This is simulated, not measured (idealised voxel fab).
The following is a process module called voxel gate over fins.
The cross-section on display is named cut; it measures 295 nm wide, and its cells are 5 nm squares.
We lay out every cross-section as a grid of square cells and spell it out in bands from the top down, where one band means one or more rows of cells.
Within each band entry, the heights of the top and of the bottom of the band appear first, in that order and in nm; the materials of the band then follow from left to right, each with its corresponding width in nm. The designation "edge to edge" on a single material indicates that it fills the band from edge to edge; the designation "empty" indicates empty space.
Beneath 0, the wafer as received is one material, and that level is where height counting begins. The lowest band goes on downward without a bottom; it is written like "0 and below".
It should be noted that a width expressed as "30..40" varies in equal increments from row to row of cells within the band, taking the value of the first number at the top row and that of the second number at the bottom row.
When a step is marked "no alterations made", none of the cells in the cross-section changed during that step.
You'll see "Closed void inventory" listing empty spaces that have no way open to the top, as long as they're 8 cells or more; the notation is width x height at distance, where the distance is from the left edge, and all of it is in nm.
The remark found on a step's line after its settings is issued by the simulator itself and pertains to that step.
A step line may carry the setting "overlay nm", which, for steps involving a mask, states the distance by which the mask lay to the right of its intended position; negative values denote displacement to the left.
-- Process steps - plan
1) RECEIVE,material Si
2) CONFORMAL_DEP,material SiN,thk nm 5
3) MASKED_ETCH,tone cover,mask id FINS,width nm 15,pitch nm 45,etch materials SiN,depth nm 5,overlay nm 0
4) MASKED_ETCH,tone cover,mask id FINS,width nm 15,pitch nm 45,etch materials Si,depth nm 35,overlay nm 0
5) FILL_DEP,material SiO2,thk nm 15
6) CMP,height nm 5
7) SELECTIVE_ETCH,etch materials SiO2,depth nm 20
8) STRIP,etch materials SiN
9) CONFORMAL_DEP,material HfO2,thk nm 5
10) CONFORMAL_DEP,material TiN,thk nm 5
11) CONFORMAL_DEP,material TiAl,thk nm 5
12) CONFORMAL_DEP,material TiN,thk nm 5
13) FILL_DEP,material W,thk nm 10
14) CMP,height nm 25
15) CONFORMAL_DEP,material SiN,thk nm 5
-- Wafer cross-section on receipt, i.e. after step 1
- 0 and below | Si edge to edge
- Closed void inventory: none
-- The following cross-section depicts the wafer upon conclusion of the module. Processing commenced from the starting condition illustrated above and adhered to the plan illustrated above, save for one mistake in execution
- 30 down to 25 | SiN edge to edge
- 25 down to 20 | TiN edge to edge
- 20 down to 15 | TiAl edge to edge
- 15 down to 10 | TiN edge to edge
- 10 down to 5 | HfO2 edge to edge
- 5 down to 0 | W edge to edge
- 0 and below | Si edge to edge
- Closed void inventory: none
Which mistake was made when the wafer was run? off-plan run, step 2, actual operation and settings CONFORMAL_DEP,material W,thk nm 5
